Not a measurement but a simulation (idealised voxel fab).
process module | voxel lift off
cross-section cut | 295 nm wide | cells 5 nm
A cross-section is a grid of square cells, given in bands from the top down. A band is one or more rows of cells.
Each band's line starts with the height of the band's top and of its bottom, in nm. Then come its materials from left to right, each with its width in nm. One material with "throughout" fills the band from edge to edge. "air" is empty space.
Height 0 is the level under which the wafer as received is all one material. The lowest band goes on downwards, as in "0 down".
A width such as "30 to 40" changes by the same amount from each row of cells to the next, from the band's top row to its bottom row.
"no change" after a step means that no cell of the cross-section changed.
closed voids: empty space of 8 cells or more with no open way to the top, each as width x height at its distance from the left edge, in nm
after a step's settings: what the simulator itself notes on the step
overlay nm, on a step with a mask: how far to the right of its planned place the mask lay; to the left if negative
plan
1 op RECEIVE | material Si
2 op CONFORMAL_DEP | material Al2O3 | thk nm 5
3 op PATTERN | tone open | mask id LINES | material resist | width nm 20 | pitch nm 50 | thk nm 30 | overlay nm 0
4 op DIRECTIONAL_DEP | material Ru | thk nm 15
5 op STRIP | etch materials resist
6 op CONFORMAL_DEP | material SiCN | thk nm 5
varied across the wafers: width nm of step 3. The plan shows the first wafer's value. All wafers start alike
first wafer as received, after step 1
  0 down: Si throughout
  closed voids: none
each wafer at the end: cells of each material gained (+) or lost (-) since it was received, then its closed voids
width nm 20 | +59 Al2O3 | +24 Ru | +71 SiCN | closed voids: none
width nm 25 | +59 Al2O3 | +30 Ru | +71 SiCN | closed voids: none
width nm 30 | +59 Al2O3 | +36 Ru | +71 SiCN | closed voids: none
width nm 35 | +59 Al2O3 | +42 Ru | +71 SiCN | closed voids: none
